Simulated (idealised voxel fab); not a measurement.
Documented hereafter: the process module known as voxel gate over fins.
FYI the section here is cut, 160 nm wide, cells are 5 nm squares.
Bands, listed from the top down, are how a cross-section gets written in this document; the cross-section itself is a grid of square cells, and a band is one or more rows of them. For a band, the entry starts with two heights in nm, that of the top and then that of the bottom, and carries on with the band's materials in order from left to right, each alongside its width in nm; the word "full width" beside a single material means it fills the band edge to edge, and "blank" means empty space. Heights are expressed relative to 0, this being the level below which the as-received wafer comprises one material exclusively. The lowest band is unbounded in the downward direction and is denoted as in "0 nm and below". Quick explanation for "30->40": the width changes in equal steps down the rows of cells, from the first number in the band's top row to the second number in its bottom row. "no change occurred" (step): cross-section cells unchanged, all of them. Entry "Sealed void list". Content: empty spaces with no open connection to the top, size 8 cells or greater. Each: width x height at distance. Distance: from left edge. Unit: nm. On a step's line, text after the settings is the simulator commenting on that step. Steps that use a mask can have "overlay nm" on their line. It says how far the mask sat to the right of where it was meant to be. Negative means to the left.
Plan:
- 1: RECEIVE [material Si]
- 2: CONFORMAL_DEP [material SiN] [thk nm 5]
- 3: MASKED_ETCH [tone cover] [mask id FINS] [width nm 15] [pitch nm 40] [etch materials SiN] [depth nm 5] [overlay nm 0]
- 4: MASKED_ETCH [tone cover] [mask id FINS] [width nm 15] [pitch nm 40] [etch materials Si] [depth nm 30] [overlay nm 0]
- 5: OXIDIZE [depth nm 5]
- 6: FILL_DEP [material SiO2] [thk nm 15]
- 7: CMP [height nm 5]
- 8: SELECTIVE_ETCH [etch materials SiO2] [depth nm 15]
- 9: STRIP [etch materials SiN]
- 10: CONFORMAL_DEP [material HfO2] [thk nm 5]
- 11: CONFORMAL_DEP [material TiN] [thk nm 5]
- 12: FILL_DEP [material W] [thk nm 10]
- 13: CMP [height nm 15]
- 14: CONFORMAL_DEP [material SiCN] [thk nm 10]
Wafer cross-section on receipt, i.e. after step 1:
  0 nm and below = Si full width
  Sealed void list: none
Look at the cross-section after the module: the wafer started out the way shown above and the plan was the one shown above, yet one mistake was made along the way:
  25 nm to 15 nm = SiCN full width
  15 nm to 10 nm = W full width
  10 nm to 5 nm = W (45) / TiN (25) / W (15) / TiN (25) / W (50)
  5 nm to 0 nm = W (45) / TiN (5) / HfO2 (15) / TiN (5) / W (15) / TiN (5) / HfO2 (15) / TiN (5) / W (50)
  0 nm to -5 nm = TiN (50) / HfO2 (5) / Si (5) / HfO2 (5) / TiN (5) / W (15) / TiN (5) / HfO2 (5) / Si (5) / HfO2 (5) / TiN (55)
  -5 nm to -10 nm = HfO2 (40) / TiN (10) / HfO2 (5) / Si (5) / HfO2 (5) / TiN (25) / HfO2 (5) / Si (5) / HfO2 (5) / TiN (10) / HfO2 (45)
  -10 nm to -15 nm = SiO2 (35) / HfO2 (20) / Si (5) / HfO2 (35) / Si (5) / HfO2 (20) / SiO2 (40)
  -15 nm to -35 nm = SiO2 (55) / Si (5) / SiO2 (35) / Si (5) / SiO2 (60)
  -35 nm and below = Si full width
  Sealed void list: none
Which mistake was made when the wafer was run? plan vs actual: 8 and 9 interchanged
